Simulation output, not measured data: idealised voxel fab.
process module | voxel transistor to metal
cross-section cut | 215 nm wide | cells 5 nm
A cross-section is a grid of square cells, given in bands from the top down. A band is one or more rows of cells.
Each band's line starts with the height of the band's top and of its bottom, in nm. Then come its materials from left to right, each with its width in nm. One material with "throughout" fills the band from edge to edge. "air" is empty space.
Height 0 is the level under which the wafer as received is all one material. The lowest band goes on downwards, as in "0 down".
A width such as "30 to 40" changes by the same amount from each row of cells to the next, from the band's top row to its bottom row.
"no change" after a step means that no cell of the cross-section changed.
closed voids: empty space of 8 cells or more with no open way to the top, each as width x height at its distance from the left edge, in nm
after a step's settings: what the simulator itself notes on the step
overlay nm, on a step with a mask: how far to the right of its planned place the mask lay; to the left if negative
plan
1 op RECEIVE | material Si
2 op CONFORMAL_DEP | material SiO2 | thk nm 5
3 op CONFORMAL_DEP | material SiN | thk nm 15
4 op DIRECTIONAL_DEP | material aC | thk nm 15
5 op PATTERN | tone cover | mask id ACTIVE | material resist | width nm 120 | thk nm 35 | overlay nm 0
6 op DIRECTIONAL_ETCH | etch materials aC | depth nm 15
7 op STRIP | etch materials resist
8 op DIRECTIONAL_ETCH | etch materials SiN | depth nm 15
9 op DIRECTIONAL_ETCH | etch materials SiO2 | depth nm 5
10 op DIRECTIONAL_ETCH | etch materials Si | depth nm 20
11 op STRIP | etch materials aC
12 op OXIDIZE | depth nm 5
13 op FILL_DEP | material SiO2 | thk nm 15
14 op CMP | height nm 20
15 op SELECTIVE_ETCH | etch materials SiO2 | depth nm 10
16 op STRIP | etch materials SiN
17 op SELECTIVE_ETCH | etch materials SiO2 | depth nm 5
18 op OXIDIZE | depth nm 5
19 op DIRECTIONAL_DEP | material polySi | thk nm 25
20 op DIRECTIONAL_DEP | material SiCN | thk nm 10
21 op MASKED_ETCH | tone cover | mask id GATE | width nm 30 | etch materials SiCN | depth nm 20 | overlay nm 0
22 op MASKED_ETCH | tone cover | mask id GATE | width nm 30 | etch materials polySi | depth nm 35 | overlay nm 0
23 op CONFORMAL_DEP | material SiO2 | thk nm 5
24 op DIRECTIONAL_ETCH | etch materials SiO2 | depth nm 5
25 op CONFORMAL_DEP | material SiN | thk nm 10
26 op DIRECTIONAL_ETCH | etch materials SiN | depth nm 10
27 op DIRECTIONAL_ETCH | etch materials SiO2 | depth nm 5
28 op EPI | material nSi | thk nm 5
29 op FILL_DEP | material SiO2 | thk nm 10
30 op CMP | height nm 25
31 op STRIP | etch materials polySi
32 op SELECTIVE_ETCH | etch materials SiO2 | depth nm 5
33 op CONFORMAL_DEP | material HfO2 | thk nm 5
34 op CONFORMAL_DEP | material TiN | thk nm 5
35 op FILL_DEP | material W | thk nm 10
36 op CMP | height nm 20
37 op DIRECTIONAL_DEP | material SiO2 | thk nm 10
38 op PATTERN | tone open | mask id CONTACT | material resist | width nm 20 | pitch nm 90 | thk nm 20 | overlay nm 0
39 op DIRECTIONAL_ETCH | etch materials SiO2 | depth nm 30
40 op STRIP | etch materials resist
41 op CONFORMAL_DEP | material TiN | thk nm 5
42 op FILL_DEP | material Ru | thk nm 5
43 op CMP | height nm 30
44 op DIRECTIONAL_DEP | material TiN | thk nm 5
45 op DIRECTIONAL_DEP | material Ru | thk nm 15
46 op PATTERN | tone cover | mask id METAL_1 | material resist | width nm 20 | pitch nm 90 | thk nm 20 | overlay nm 0
47 op DIRECTIONAL_ETCH | etch materials Ru | depth nm 15
48 op DIRECTIONAL_ETCH | etch materials TiN | depth nm 5
49 op STRIP | etch materials resist
50 op CONFORMAL_DEP | material SiCN | thk nm 5
51 op FILL_DEP | material SiO2 | thk nm 5
52 op CMP | height nm 50
53 op CONFORMAL_DEP | material SiN | thk nm 5
first wafer, as planned
as received, after step 1
  0 down: Si throughout
  closed voids: none
after step 2
  5 to 0: SiO2 throughout
  below 0: unchanged
after step 3
  20 to 5: SiN throughout
  below 5: unchanged
after step 4
  35 to 20: aC throughout
  below 20: unchanged
after step 5
  70 to 35: air 45 | resist 120 | air 50
  below 35: unchanged
after step 6
  55 to 35: air 45 | resist 120 | air 50
  35 to 20: air 45 | aC 120 | air 50
  below 20: unchanged
after step 7
  35 to 20: air 45 | aC 120 | air 50
  below 20: unchanged
after step 8
  35 to 20: air 45 | aC 120 | air 50
  20 to 5: air 45 | SiN 120 | air 50
  below 5: unchanged
after step 9
  35 to 20: air 45 | aC 120 | air 50
  20 to 5: air 45 | SiN 120 | air 50
  5 to 0: air 45 | SiO2 120 | air 50
  below 0: unchanged
after step 10
  35 to 20: air 45 | aC 120 | air 50
  20 to 5: air 45 | SiN 120 | air 50
  5 to 0: air 45 | SiO2 120 | air 50
  0 to -20: air 45 | Si 120 | air 50
  below -20: unchanged
after step 11
  20 to 5: air 45 | SiN 120 | air 50
  below 5: unchanged
after step 12
  20 to 5: air 45 | SiN 120 | air 50
  5 to 0: air 45 | SiO2 120 | air 50
  0 to -20: air 45 | SiO2 5 | Si 110 | SiO2 5 | air 50
  -20 to -25: SiO2 50 | Si 110 | SiO2 55
  below -25: unchanged
after step 13
  35 to 20: SiO2 throughout
  20 to 5: SiO2 45 | SiN 120 | SiO2 50
  5 to 0: SiO2 throughout
  0 to -25: SiO2 50 | Si 110 | SiO2 55
  below -25: unchanged
after step 14
  20 to 5: SiO2 45 | SiN 120 | SiO2 50
  below 5: unchanged
after step 15
  20 to 10: air 45 | SiN 120 | air 50
  below 10: unchanged
after step 16
  10 to 5: SiO2 45 | air 120 | SiO2 50
  below 5: unchanged
after step 17
  5 to 0: SiO2 40 | air 130 | SiO2 45
  below 0: unchanged
after step 18
  5 to 0: SiO2 40 | air 130 | SiO2 45
  0 to -5: SiO2 throughout
  below -5: unchanged
after step 19
  30 to 25: polySi 40 | air 130 | polySi 45
  25 to 5: polySi throughout
  5 to 0: SiO2 40 | polySi 130 | SiO2 45
  below 0: unchanged
after step 20
  40 to 35: SiCN 40 | air 130 | SiCN 45
  35 to 30: SiCN throughout
  30 to 25: polySi 40 | SiCN 130 | polySi 45
  below 25: unchanged
after step 21
  35 to 30: air 90 | SiCN 30 | air 95
  30 to 25: polySi 40 | air 50 | SiCN 30 | air 50 | polySi 45
  below 25: unchanged
after step 22
  35 to 25: air 90 | SiCN 30 | air 95
  25 to 5: air 90 | polySi 30 | air 95
  5 to 0: SiO2 40 | air 50 | polySi 30 | air 50 | SiO2 45
  below 0: unchanged
after step 23
  40 to 35: air 85 | SiO2 40 | air 90
  35 to 25: air 85 | SiO2 5 | SiCN 30 | SiO2 5 | air 90
  25 to 10: air 85 | SiO2 5 | polySi 30 | SiO2 5 | air 90
  10 to 5: SiO2 45 | air 40 | SiO2 5 | polySi 30 | SiO2 5 | air 40 | SiO2 50
  5 to 0: SiO2 90 | polySi 30 | SiO2 95
  below 0: unchanged
after step 24
  35 to 25: air 85 | SiO2 5 | SiCN 30 | SiO2 5 | air 90
  25 to 5: air 85 | SiO2 5 | polySi 30 | SiO2 5 | air 90
  5 to 0: SiO2 45 | air 40 | SiO2 5 | polySi 30 | SiO2 5 | air 40 | SiO2 50
  below 0: unchanged
after step 25
  45 to 35: air 75 | SiN 60 | air 80
  35 to 25: air 75 | SiN 10 | SiO2 5 | SiCN 30 | SiO2 5 | SiN 10 | air 80
  25 to 15: air 75 | SiN 10 | SiO2 5 | polySi 30 | SiO2 5 | SiN 10 | air 80
  15 to 10: SiN 55 | air 20 | SiN 10 | SiO2 5 | polySi 30 | SiO2 5 | SiN 10 | air 20 | SiN 60
  10 to 5: SiN 85 | SiO2 5 | polySi 30 | SiO2 5 | SiN 90
  5 to 0: SiO2 45 | SiN 40 | SiO2 5 | polySi 30 | SiO2 5 | SiN 40 | SiO2 50
  below 0: unchanged
after step 26
  35 to 25: air 75 | SiN 10 | SiO2 5 | SiCN 30 | SiO2 5 | SiN 10 | air 80
  25 to 5: air 75 | SiN 10 | SiO2 5 | polySi 30 | SiO2 5 | SiN 10 | air 80
  5 to 0: SiO2 45 | SiN 10 | air 20 | SiN 10 | SiO2 5 | polySi 30 | SiO2 5 | SiN 10 | air 20 | SiN 10 | SiO2 50
  below 0: unchanged
after step 27
  35 to 30: air 75 | SiN 10 | air 5 | SiCN 30 | air 5 | SiN 10 | air 80
  30 to 25: air 75 | SiN 10 | SiO2 5 | SiCN 30 | SiO2 5 | SiN 10 | air 80
  25 to 5: air 75 | SiN 10 | SiO2 5 | polySi 30 | SiO2 5 | SiN 10 | air 80
  5 to 0: air 45 | SiN 10 | air 20 | SiN 10 | SiO2 5 | polySi 30 | SiO2 5 | SiN 10 | air 20 | SiN 10 | air 50
  0 to -5: SiO2 55 | air 20 | SiO2 60 | air 20 | SiO2 60
  below -5: unchanged
after step 28
  35 to 30: air 75 | SiN 10 | air 5 | SiCN 30 | air 5 | SiN 10 | air 80
  30 to 25: air 75 | SiN 10 | SiO2 5 | SiCN 30 | SiO2 5 | SiN 10 | air 80
  25 to 5: air 75 | SiN 10 | SiO2 5 | polySi 30 | SiO2 5 | SiN 10 | air 80
  5 to 0: air 45 | SiN 10 | air 20 | SiN 10 | SiO2 5 | polySi 30 | SiO2 5 | SiN 10 | air 20 | SiN 10 | air 50
  0 to -5: SiO2 55 | nSi 20 | SiO2 60 | nSi 20 | SiO2 60
  below -5: unchanged
after step 29
  45 to 35: SiO2 throughout
  35 to 25: SiO2 75 | SiN 10 | SiO2 5 | SiCN 30 | SiO2 5 | SiN 10 | SiO2 80
  25 to 5: SiO2 75 | SiN 10 | SiO2 5 | polySi 30 | SiO2 5 | SiN 10 | SiO2 80
  5 to 0: SiO2 45 | SiN 10 | SiO2 20 | SiN 10 | SiO2 5 | polySi 30 | SiO2 5 | SiN 10 | SiO2 20 | SiN 10 | SiO2 50
  below 0: unchanged
after step 30
  25 to 5: SiO2 75 | SiN 10 | SiO2 5 | polySi 30 | SiO2 5 | SiN 10 | SiO2 80
  below 5: unchanged
after step 31
  25 to 5: SiO2 75 | SiN 10 | SiO2 5 | air 30 | SiO2 5 | SiN 10 | SiO2 80
  5 to 0: SiO2 45 | SiN 10 | SiO2 20 | SiN 10 | SiO2 5 | air 30 | SiO2 5 | SiN 10 | SiO2 20 | SiN 10 | SiO2 50
  below 0: unchanged
after step 32
  25 to 20: air 75 | SiN 10 | air 40 | SiN 10 | air 80
  20 to 5: SiO2 75 | SiN 10 | air 40 | SiN 10 | SiO2 80
  5 to 0: SiO2 45 | SiN 10 | SiO2 20 | SiN 10 | air 40 | SiN 10 | SiO2 20 | SiN 10 | SiO2 50
  0 to -5: SiO2 55 | nSi 20 | SiO2 10 | air 40 | SiO2 10 | nSi 20 | SiO2 60
  below -5: unchanged
after step 33
  30 to 25: air 70 | HfO2 20 | air 30 | HfO2 20 | air 75
  25 to 20: HfO2 75 | SiN 10 | HfO2 5 | air 30 | HfO2 5 | SiN 10 | HfO2 80
  20 to 5: SiO2 75 | SiN 10 | HfO2 5 | air 30 | HfO2 5 | SiN 10 | SiO2 80
  5 to 0: SiO2 45 | SiN 10 | SiO2 20 | SiN 10 | HfO2 5 | air 30 | HfO2 5 | SiN 10 | SiO2 20 | SiN 10 | SiO2 50
  0 to -5: SiO2 55 | nSi 20 | SiO2 10 | HfO2 40 | SiO2 10 | nSi 20 | SiO2 60
  below -5: unchanged
after step 34
  35 to 30: air 65 | TiN 30 | air 20 | TiN 30 | air 70
  30 to 25: TiN 70 | HfO2 20 | TiN 5 | air 20 | TiN 5 | HfO2 20 | TiN 75
  25 to 20: HfO2 75 | SiN 10 | HfO2 5 | TiN 5 | air 20 | TiN 5 | HfO2 5 | SiN 10 | HfO2 80
  20 to 5: SiO2 75 | SiN 10 | HfO2 5 | TiN 5 | air 20 | TiN 5 | HfO2 5 | SiN 10 | SiO2 80
  5 to 0: SiO2 45 | SiN 10 | SiO2 20 | SiN 10 | HfO2 5 | TiN 30 | HfO2 5 | SiN 10 | SiO2 20 | SiN 10 | SiO2 50
  below 0: unchanged
after step 35
  45 to 35: W throughout
  35 to 30: W 65 | TiN 30 | W 20 | TiN 30 | W 70
  30 to 25: TiN 70 | HfO2 20 | TiN 5 | W 20 | TiN 5 | HfO2 20 | TiN 75
  25 to 20: HfO2 75 | SiN 10 | HfO2 5 | TiN 5 | W 20 | TiN 5 | HfO2 5 | SiN 10 | HfO2 80
  20 to 5: SiO2 75 | SiN 10 | HfO2 5 | TiN 5 | W 20 | TiN 5 | HfO2 5 | SiN 10 | SiO2 80
  below 5: unchanged
after step 36
  20 to 5: SiO2 75 | SiN 10 | HfO2 5 | TiN 5 | W 20 | TiN 5 | HfO2 5 | SiN 10 | SiO2 80
  below 5: unchanged
after step 37
  30 to 20: SiO2 throughout
  below 20: unchanged
after step 38
  50 to 30: resist 50 | air 20 | resist 70 | air 20 | resist 55
  below 30: unchanged
after step 39
  50 to 30: resist 50 | air 20 | resist 70 | air 20 | resist 55
  30 to 20: SiO2 50 | air 20 | SiO2 70 | air 20 | SiO2 55
  20 to 5: SiO2 50 | air 20 | SiO2 5 | SiN 10 | HfO2 5 | TiN 5 | W 20 | TiN 5 | HfO2 5 | SiN 10 | SiO2 5 | air 20 | SiO2 55
  5 to 0: SiO2 45 | SiN 10 | air 15 | SiO2 5 | SiN 10 | HfO2 5 | TiN 30 | HfO2 5 | SiN 10 | SiO2 5 | air 15 | SiN 10 | SiO2 50
  below 0: unchanged
after step 40
  30 to 20: SiO2 50 | air 20 | SiO2 70 | air 20 | SiO2 55
  below 20: unchanged
after step 41
  35 to 30: TiN 55 | air 10 | TiN 80 | air 10 | TiN 60
  30 to 20: SiO2 50 | TiN 5 | air 10 | TiN 5 | SiO2 70 | TiN 5 | air 10 | TiN 5 | SiO2 55
  20 to 10: SiO2 50 | TiN 5 | air 10 | TiN 5 | SiO2 5 | SiN 10 | HfO2 5 | TiN 5 | W 20 | TiN 5 | HfO2 5 | SiN 10 | SiO2 5 | TiN 5 | air 10 | TiN 5 | SiO2 55
  10 to 5: SiO2 50 | TiN 10 | air 5 | TiN 5 | SiO2 5 | SiN 10 | HfO2 5 | TiN 5 | W 20 | TiN 5 | HfO2 5 | SiN 10 | SiO2 5 | TiN 5 | air 5 | TiN 10 | SiO2 55
  5 to 0: SiO2 45 | SiN 10 | TiN 15 | SiO2 5 | SiN 10 | HfO2 5 | TiN 30 | HfO2 5 | SiN 10 | SiO2 5 | TiN 15 | SiN 10 | SiO2 50
  below 0: unchanged
after step 42
  40 to 35: Ru throughout
  35 to 30: TiN 55 | Ru 10 | TiN 80 | Ru 10 | TiN 60
  30 to 20: SiO2 50 | TiN 5 | Ru 10 | TiN 5 | SiO2 70 | TiN 5 | Ru 10 | TiN 5 | SiO2 55
  20 to 10: SiO2 50 | TiN 5 | Ru 10 | TiN 5 | SiO2 5 | SiN 10 | HfO2 5 | TiN 5 | W 20 | TiN 5 | HfO2 5 | SiN 10 | SiO2 5 | TiN 5 | Ru 10 | TiN 5 | SiO2 55
  10 to 5: SiO2 50 | TiN 10 | Ru 5 | TiN 5 | SiO2 5 | SiN 10 | HfO2 5 | TiN 5 | W 20 | TiN 5 | HfO2 5 | SiN 10 | SiO2 5 | TiN 5 | Ru 5 | TiN 10 | SiO2 55
  below 5: unchanged
after step 43
  30 to 20: SiO2 50 | TiN 5 | Ru 10 | TiN 5 | SiO2 70 | TiN 5 | Ru 10 | TiN 5 | SiO2 55
  below 20: unchanged
after step 44
  35 to 30: TiN throughout
  below 30: unchanged
after step 45
  50 to 35: Ru throughout
  below 35: unchanged
after step 46
  70 to 50: air 50 | resist 20 | air 70 | resist 20 | air 55
  below 50: unchanged
after step 47
  70 to 50: air 50 | resist 20 | air 70 | resist 20 | air 55
  50 to 35: air 50 | Ru 20 | air 70 | Ru 20 | air 55
  below 35: unchanged
after step 48
  70 to 50: air 50 | resist 20 | air 70 | resist 20 | air 55
  50 to 35: air 50 | Ru 20 | air 70 | Ru 20 | air 55
  35 to 30: air 50 | TiN 20 | air 70 | TiN 20 | air 55
  below 30: unchanged
after step 49
  50 to 35: air 50 | Ru 20 | air 70 | Ru 20 | air 55
  below 35: unchanged
after step 50
  55 to 50: air 45 | SiCN 30 | air 60 | SiCN 30 | air 50
  50 to 35: air 45 | SiCN 5 | Ru 20 | SiCN 5 | air 60 | SiCN 5 | Ru 20 | SiCN 5 | air 50
  35 to 30: SiCN 50 | TiN 20 | SiCN 70 | TiN 20 | SiCN 55
  below 30: unchanged
after step 51
  60 to 55: SiO2 throughout
  55 to 50: SiO2 45 | SiCN 30 | SiO2 60 | SiCN 30 | SiO2 50
  50 to 35: SiO2 45 | SiCN 5 | Ru 20 | SiCN 5 | SiO2 60 | SiCN 5 | Ru 20 | SiCN 5 | SiO2 50
  below 35: unchanged
after step 52
  50 to 35: SiO2 45 | SiCN 5 | Ru 20 | SiCN 5 | SiO2 60 | SiCN 5 | Ru 20 | SiCN 5 | SiO2 50
  below 35: unchanged
after step 53
  55 to 50: SiN throughout
  below 50: unchanged
second wafer: like start, like plan, one mistake. Through step 9 it matches the first wafer
when step 10 should have ended
  35 to 20: air 45 | aC 120 | air 50
  20 to 5: air 45 | SiN 120 | air 50
  5 to 0: air 45 | SiO2 120 | air 50
  0 to -40: air 45 | Si 120 | air 50
  below -40: unchanged
when step 11 should have ended
  20 to 5: air 45 | SiN 120 | air 50
  below 5: unchanged
when step 12 should have ended
  20 to 5: air 45 | SiN 120 | air 50
  5 to 0: air 45 | SiO2 120 | air 50
  0 to -40: air 45 | SiO2 5 | Si 110 | SiO2 5 | air 50
  -40 to -45: SiO2 50 | Si 110 | SiO2 55
  below -45: unchanged
when step 13 should have ended
  35 to 20: SiO2 throughout
  20 to 5: SiO2 45 | SiN 120 | SiO2 50
  5 to 0: SiO2 throughout
  0 to -45: SiO2 50 | Si 110 | SiO2 55
  below -45: unchanged
when step 14 should have ended
  20 to 5: SiO2 45 | SiN 120 | SiO2 50
  below 5: unchanged
when step 15 should have ended
  20 to 10: air 45 | SiN 120 | air 50
  below 10: unchanged
when step 16 should have ended
  10 to 5: SiO2 45 | air 120 | SiO2 50
  below 5: unchanged
when step 17 should have ended
  5 to 0: SiO2 40 | air 130 | SiO2 45
  below 0: unchanged
when step 18 should have ended
  5 to 0: SiO2 40 | air 130 | SiO2 45
  0 to -5: SiO2 throughout
  below -5: unchanged
when step 19 should have ended
  30 to 25: polySi 40 | air 130 | polySi 45
  25 to 5: polySi throughout
  5 to 0: SiO2 40 | polySi 130 | SiO2 45
  below 0: unchanged
when step 20 should have ended
  40 to 35: SiCN 40 | air 130 | SiCN 45
  35 to 30: SiCN throughout
  30 to 25: polySi 40 | SiCN 130 | polySi 45
  below 25: unchanged
when step 21 should have ended
  35 to 30: air 90 | SiCN 30 | air 95
  30 to 25: polySi 40 | air 50 | SiCN 30 | air 50 | polySi 45
  below 25: unchanged
when step 22 should have ended
  35 to 25: air 90 | SiCN 30 | air 95
  25 to 5: air 90 | polySi 30 | air 95
  5 to 0: SiO2 40 | air 50 | polySi 30 | air 50 | SiO2 45
  below 0: unchanged
when step 23 should have ended
  40 to 35: air 85 | SiO2 40 | air 90
  35 to 25: air 85 | SiO2 5 | SiCN 30 | SiO2 5 | air 90
  25 to 10: air 85 | SiO2 5 | polySi 30 | SiO2 5 | air 90
  10 to 5: SiO2 45 | air 40 | SiO2 5 | polySi 30 | SiO2 5 | air 40 | SiO2 50
  5 to 0: SiO2 90 | polySi 30 | SiO2 95
  below 0: unchanged
when step 24 should have ended
  35 to 25: air 85 | SiO2 5 | SiCN 30 | SiO2 5 | air 90
  25 to 5: air 85 | SiO2 5 | polySi 30 | SiO2 5 | air 90
  5 to 0: SiO2 45 | air 40 | SiO2 5 | polySi 30 | SiO2 5 | air 40 | SiO2 50
  below 0: unchanged
when step 25 should have ended
  45 to 35: air 75 | SiN 60 | air 80
  35 to 25: air 75 | SiN 10 | SiO2 5 | SiCN 30 | SiO2 5 | SiN 10 | air 80
  25 to 15: air 75 | SiN 10 | SiO2 5 | polySi 30 | SiO2 5 | SiN 10 | air 80
  15 to 10: SiN 55 | air 20 | SiN 10 | SiO2 5 | polySi 30 | SiO2 5 | SiN 10 | air 20 | SiN 60
  10 to 5: SiN 85 | SiO2 5 | polySi 30 | SiO2 5 | SiN 90
  5 to 0: SiO2 45 | SiN 40 | SiO2 5 | polySi 30 | SiO2 5 | SiN 40 | SiO2 50
  below 0: unchanged
when step 26 should have ended
  35 to 25: air 75 | SiN 10 | SiO2 5 | SiCN 30 | SiO2 5 | SiN 10 | air 80
  25 to 5: air 75 | SiN 10 | SiO2 5 | polySi 30 | SiO2 5 | SiN 10 | air 80
  5 to 0: SiO2 45 | SiN 10 | air 20 | SiN 10 | SiO2 5 | polySi 30 | SiO2 5 | SiN 10 | air 20 | SiN 10 | SiO2 50
  below 0: unchanged
when step 27 should have ended
  35 to 30: air 75 | SiN 10 | air 5 | SiCN 30 | air 5 | SiN 10 | air 80
  30 to 25: air 75 | SiN 10 | SiO2 5 | SiCN 30 | SiO2 5 | SiN 10 | air 80
  25 to 5: air 75 | SiN 10 | SiO2 5 | polySi 30 | SiO2 5 | SiN 10 | air 80
  5 to 0: air 45 | SiN 10 | air 20 | SiN 10 | SiO2 5 | polySi 30 | SiO2 5 | SiN 10 | air 20 | SiN 10 | air 50
  0 to -5: SiO2 55 | air 20 | SiO2 60 | air 20 | SiO2 60
  below -5: unchanged
when step 28 should have ended
  35 to 30: air 75 | SiN 10 | air 5 | SiCN 30 | air 5 | SiN 10 | air 80
  30 to 25: air 75 | SiN 10 | SiO2 5 | SiCN 30 | SiO2 5 | SiN 10 | air 80
  25 to 5: air 75 | SiN 10 | SiO2 5 | polySi 30 | SiO2 5 | SiN 10 | air 80
  5 to 0: air 45 | SiN 10 | air 20 | SiN 10 | SiO2 5 | polySi 30 | SiO2 5 | SiN 10 | air 20 | SiN 10 | air 50
  0 to -5: SiO2 55 | nSi 20 | SiO2 60 | nSi 20 | SiO2 60
  below -5: unchanged
when step 29 should have ended
  45 to 35: SiO2 throughout
  35 to 25: SiO2 75 | SiN 10 | SiO2 5 | SiCN 30 | SiO2 5 | SiN 10 | SiO2 80
  25 to 5: SiO2 75 | SiN 10 | SiO2 5 | polySi 30 | SiO2 5 | SiN 10 | SiO2 80
  5 to 0: SiO2 45 | SiN 10 | SiO2 20 | SiN 10 | SiO2 5 | polySi 30 | SiO2 5 | SiN 10 | SiO2 20 | SiN 10 | SiO2 50
  below 0: unchanged
when step 30 should have ended
  25 to 5: SiO2 75 | SiN 10 | SiO2 5 | polySi 30 | SiO2 5 | SiN 10 | SiO2 80
  below 5: unchanged
when step 31 should have ended
  25 to 5: SiO2 75 | SiN 10 | SiO2 5 | air 30 | SiO2 5 | SiN 10 | SiO2 80
  5 to 0: SiO2 45 | SiN 10 | SiO2 20 | SiN 10 | SiO2 5 | air 30 | SiO2 5 | SiN 10 | SiO2 20 | SiN 10 | SiO2 50
  below 0: unchanged
when step 32 should have ended
  25 to 20: air 75 | SiN 10 | air 40 | SiN 10 | air 80
  20 to 5: SiO2 75 | SiN 10 | air 40 | SiN 10 | SiO2 80
  5 to 0: SiO2 45 | SiN 10 | SiO2 20 | SiN 10 | air 40 | SiN 10 | SiO2 20 | SiN 10 | SiO2 50
  0 to -5: SiO2 55 | nSi 20 | SiO2 10 | air 40 | SiO2 10 | nSi 20 | SiO2 60
  below -5: unchanged
when step 33 should have ended
  30 to 25: air 70 | HfO2 20 | air 30 | HfO2 20 | air 75
  25 to 20: HfO2 75 | SiN 10 | HfO2 5 | air 30 | HfO2 5 | SiN 10 | HfO2 80
  20 to 5: SiO2 75 | SiN 10 | HfO2 5 | air 30 | HfO2 5 | SiN 10 | SiO2 80
  5 to 0: SiO2 45 | SiN 10 | SiO2 20 | SiN 10 | HfO2 5 | air 30 | HfO2 5 | SiN 10 | SiO2 20 | SiN 10 | SiO2 50
  0 to -5: SiO2 55 | nSi 20 | SiO2 10 | HfO2 40 | SiO2 10 | nSi 20 | SiO2 60
  below -5: unchanged
when step 34 should have ended
  35 to 30: air 65 | TiN 30 | air 20 | TiN 30 | air 70
  30 to 25: TiN 70 | HfO2 20 | TiN 5 | air 20 | TiN 5 | HfO2 20 | TiN 75
  25 to 20: HfO2 75 | SiN 10 | HfO2 5 | TiN 5 | air 20 | TiN 5 | HfO2 5 | SiN 10 | HfO2 80
  20 to 5: SiO2 75 | SiN 10 | HfO2 5 | TiN 5 | air 20 | TiN 5 | HfO2 5 | SiN 10 | SiO2 80
  5 to 0: SiO2 45 | SiN 10 | SiO2 20 | SiN 10 | HfO2 5 | TiN 30 | HfO2 5 | SiN 10 | SiO2 20 | SiN 10 | SiO2 50
  below 0: unchanged
when step 35 should have ended
  45 to 35: W throughout
  35 to 30: W 65 | TiN 30 | W 20 | TiN 30 | W 70
  30 to 25: TiN 70 | HfO2 20 | TiN 5 | W 20 | TiN 5 | HfO2 20 | TiN 75
  25 to 20: HfO2 75 | SiN 10 | HfO2 5 | TiN 5 | W 20 | TiN 5 | HfO2 5 | SiN 10 | HfO2 80
  20 to 5: SiO2 75 | SiN 10 | HfO2 5 | TiN 5 | W 20 | TiN 5 | HfO2 5 | SiN 10 | SiO2 80
  below 5: unchanged
when step 36 should have ended
  20 to 5: SiO2 75 | SiN 10 | HfO2 5 | TiN 5 | W 20 | TiN 5 | HfO2 5 | SiN 10 | SiO2 80
  below 5: unchanged
when step 37 should have ended
  30 to 20: SiO2 throughout
  below 20: unchanged
when step 38 should have ended
  50 to 30: resist 50 | air 20 | resist 70 | air 20 | resist 55
  below 30: unchanged
when step 39 should have ended
  50 to 30: resist 50 | air 20 | resist 70 | air 20 | resist 55
  30 to 20: SiO2 50 | air 20 | SiO2 70 | air 20 | SiO2 55
  20 to 5: SiO2 50 | air 20 | SiO2 5 | SiN 10 | HfO2 5 | TiN 5 | W 20 | TiN 5 | HfO2 5 | SiN 10 | SiO2 5 | air 20 | SiO2 55
  5 to 0: SiO2 45 | SiN 10 | air 15 | SiO2 5 | SiN 10 | HfO2 5 | TiN 30 | HfO2 5 | SiN 10 | SiO2 5 | air 15 | SiN 10 | SiO2 50
  below 0: unchanged
when step 40 should have ended
  30 to 20: SiO2 50 | air 20 | SiO2 70 | air 20 | SiO2 55
  below 20: unchanged
when step 41 should have ended
  35 to 30: TiN 55 | air 10 | TiN 80 | air 10 | TiN 60
  30 to 20: SiO2 50 | TiN 5 | air 10 | TiN 5 | SiO2 70 | TiN 5 | air 10 | TiN 5 | SiO2 55
  20 to 10: SiO2 50 | TiN 5 | air 10 | TiN 5 | SiO2 5 | SiN 10 | HfO2 5 | TiN 5 | W 20 | TiN 5 | HfO2 5 | SiN 10 | SiO2 5 | TiN 5 | air 10 | TiN 5 | SiO2 55
  10 to 5: SiO2 50 | TiN 10 | air 5 | TiN 5 | SiO2 5 | SiN 10 | HfO2 5 | TiN 5 | W 20 | TiN 5 | HfO2 5 | SiN 10 | SiO2 5 | TiN 5 | air 5 | TiN 10 | SiO2 55
  5 to 0: SiO2 45 | SiN 10 | TiN 15 | SiO2 5 | SiN 10 | HfO2 5 | TiN 30 | HfO2 5 | SiN 10 | SiO2 5 | TiN 15 | SiN 10 | SiO2 50
  below 0: unchanged
when step 42 should have ended
  40 to 35: Ru throughout
  35 to 30: TiN 55 | Ru 10 | TiN 80 | Ru 10 | TiN 60
  30 to 20: SiO2 50 | TiN 5 | Ru 10 | TiN 5 | SiO2 70 | TiN 5 | Ru 10 | TiN 5 | SiO2 55
  20 to 10: SiO2 50 | TiN 5 | Ru 10 | TiN 5 | SiO2 5 | SiN 10 | HfO2 5 | TiN 5 | W 20 | TiN 5 | HfO2 5 | SiN 10 | SiO2 5 | TiN 5 | Ru 10 | TiN 5 | SiO2 55
  10 to 5: SiO2 50 | TiN 10 | Ru 5 | TiN 5 | SiO2 5 | SiN 10 | HfO2 5 | TiN 5 | W 20 | TiN 5 | HfO2 5 | SiN 10 | SiO2 5 | TiN 5 | Ru 5 | TiN 10 | SiO2 55
  below 5: unchanged
when step 43 should have ended
  30 to 20: SiO2 50 | TiN 5 | Ru 10 | TiN 5 | SiO2 70 | TiN 5 | Ru 10 | TiN 5 | SiO2 55
  below 20: unchanged
when step 44 should have ended
  35 to 30: TiN throughout
  below 30: unchanged
when step 45 should have ended
  50 to 35: Ru throughout
  below 35: unchanged
when step 46 should have ended
  70 to 50: air 50 | resist 20 | air 70 | resist 20 | air 55
  below 50: unchanged
when step 47 should have ended
  70 to 50: air 50 | resist 20 | air 70 | resist 20 | air 55
  50 to 35: air 50 | Ru 20 | air 70 | Ru 20 | air 55
  below 35: unchanged
when step 48 should have ended
  70 to 50: air 50 | resist 20 | air 70 | resist 20 | air 55
  50 to 35: air 50 | Ru 20 | air 70 | Ru 20 | air 55
  35 to 30: air 50 | TiN 20 | air 70 | TiN 20 | air 55
  below 30: unchanged
when step 49 should have ended
  50 to 35: air 50 | Ru 20 | air 70 | Ru 20 | air 55
  below 35: unchanged
when step 50 should have ended
  55 to 50: air 45 | SiCN 30 | air 60 | SiCN 30 | air 50
  50 to 35: air 45 | SiCN 5 | Ru 20 | SiCN 5 | air 60 | SiCN 5 | Ru 20 | SiCN 5 | air 50
  35 to 30: SiCN 50 | TiN 20 | SiCN 70 | TiN 20 | SiCN 55
  below 30: unchanged
when step 51 should have ended
  60 to 55: SiO2 throughout
  55 to 50: SiO2 45 | SiCN 30 | SiO2 60 | SiCN 30 | SiO2 50
  50 to 35: SiO2 45 | SiCN 5 | Ru 20 | SiCN 5 | SiO2 60 | SiCN 5 | Ru 20 | SiCN 5 | SiO2 50
  below 35: unchanged
when step 52 should have ended
  50 to 35: SiO2 45 | SiCN 5 | Ru 20 | SiCN 5 | SiO2 60 | SiCN 5 | Ru 20 | SiCN 5 | SiO2 50
  below 35: unchanged
when step 53 should have ended
  55 to 50: SiN throughout
  below 50: unchanged
what went wrong: step 10 was run twice
at the end the second wafer has, in cells: 84 fewer of Si | 84 more of SiO2
